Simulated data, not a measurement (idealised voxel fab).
process module | voxel spacer lines
cross-section cut | 280 nm wide | cells 5 nm
A cross-section is a grid of square cells, given in bands from the top down. A band is one or more rows of cells.
Each band's line starts with the height of the band's top and of its bottom, in nm. Then come its materials from left to right, each with its width in nm. One material with "throughout" fills the band from edge to edge. "air" is empty space.
Height 0 is the level under which the wafer as received is all one material. The lowest band goes on downwards, as in "0 down".
A width such as "30 to 40" changes by the same amount from each row of cells to the next, from the band's top row to its bottom row.
"no change" after a step means that no cell of the cross-section changed.
closed voids: empty space of 8 cells or more with no open way to the top, each as width x height at its distance from the left edge, in nm
after a step's settings: what the simulator itself notes on the step
overlay nm, on a step with a mask: how far to the right of its planned place the mask lay; to the left if negative
plan
1 op RECEIVE | material Si
2 op CONFORMAL_DEP | material Al2O3 | thk nm 5
3 op DIRECTIONAL_DEP | material SiN | thk nm 20
4 op DIRECTIONAL_DEP | material polySi | thk nm 25
5 op PATTERN | tone cover | mask id MANDREL | material resist | width nm 20 | pitch nm 60 | thk nm 30 | overlay nm 0
6 op DIRECTIONAL_ETCH | etch materials polySi | depth nm 25
7 op STRIP | etch materials resist
8 op CONFORMAL_DEP | material SiO2 | thk nm 10
9 op DIRECTIONAL_ETCH | etch materials SiO2 | depth nm 10
10 op STRIP | etch materials polySi
11 op DIRECTIONAL_ETCH | etch materials SiN | depth nm 20
12 op STRIP | etch materials SiO2
as received, after step 1
  0 down: Si throughout
  closed voids: none
first wafer at the end, as planned
  25 to 5: air 60 | SiN 10 | air 20 | SiN 10 | air 20 | SiN 10 | air 20 | SiN 10 | air 20 | SiN 10 | air 20 | SiN 10 | air 60
  5 to 0: Al2O3 throughout
  0 down: Si throughout
  closed voids: none
second wafer at the end: like start, like plan, one mistake
  25 to 5: air 70 | SiN 20 | air 40 | SiN 20 | air 40 | SiN 20 | air 70
  5 to 0: Al2O3 throughout
  0 down: Si throughout
  closed voids: none
what went wrong: step 5 ran as: op PATTERN | tone open | mask id MANDREL | material resist | width nm 20 | pitch nm 60 | thk nm 30 | overlay nm 0
at the end the second wafer has, in cells: as many of each material as the first, in other places
